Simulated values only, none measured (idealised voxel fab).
voxel plated lines: a process module
We display cut, a cross-section 175 nm in width whose square cells are each 5 nm.
This document writes a cross-section as a grid whose cells are square, and gives it as bands, listed from the top down; one or more rows of cells form a band. First you get the band's top height and its bottom height, in nm, and then the materials it's made of, left to right, with each width in nm. If you see a single material with "edge to edge", that one covers the band edge to edge. "air" is empty space. Where do heights start? At 0: under that level the wafer as delivered is made of one material only. And the lowest band has no floor; it just carries on downward, as in "0..down". Note: "30..40" means the width goes from the first number (top row of the band) to the second number (bottom row) in equal steps per row of cells. The cross-section has no changed cell in any step marked "all unchanged". You'll see "Sealed void inventory" listing empty spaces that have no way open to the top, as long as they're 8 cells or more; the notation is width x height at distance, where the distance is from the left edge, and all of it is in nm. On each step's line, the part that comes after the settings is the simulator's own comment on the step. Each step line may optionally specify "overlay nm", which for a step with a mask gives the rightward distance between the mask's planned place and where it lay, a negative value indicating the leftward direction.
### Process steps (planned)
step 1: RECEIVE (material Si)
step 2: CONFORMAL_DEP (material SiO2; thk nm 5)
step 3: DIRECTIONAL_DEP (material TiN; thk nm 5)
step 4: PATTERN (tone open; mask id LINES; material resist; width nm 15; pitch nm 35; thk nm 20; overlay nm 0)
step 5: EPI (material Ru; thk nm 10)
step 6: STRIP (etch materials resist)
step 7: DIRECTIONAL_ETCH (etch materials TiN; depth nm 5)
step 8: CONFORMAL_DEP (material SiCN; thk nm 10)
### Wafer cross-section on receipt, i.e. after step 1
    0..down = Si edge to edge
    Sealed void inventory: none
### Look at the cross-section after the module: the wafer started out the way shown above and the plan was the one shown above, yet one mistake was made along the way
    30..20 = air 10 nm | SiCN 140 nm | air 25 nm
    20..15 = air 10 nm | SiCN 10 nm | Ru 15 nm | SiCN 20 nm | Ru 15 nm | SiCN 20 nm | Ru 15 nm | SiCN 20 nm | Ru 15 nm | SiCN 10 nm | air 25 nm
    15..10 = SiCN 20 nm | Ru 15 nm | SiCN 20 nm | Ru 15 nm | SiCN 20 nm | Ru 15 nm | SiCN 20 nm | Ru 15 nm | SiCN 35 nm
    10..5 = SiCN 20 nm | TiN 15 nm | SiCN 20 nm | TiN 15 nm | SiCN 20 nm | TiN 15 nm | SiCN 20 nm | TiN 15 nm | SiCN 35 nm
    5..0 = SiO2 edge to edge
    0..down = Si edge to edge
    Sealed void inventory: none
In executing the process, a mistake was made relative to the plan: contrary to plan, step 4 was performed as PATTERN (tone open; mask id LINES; material resist; width nm 15; pitch nm 35; thk nm 20; overlay nm -5)
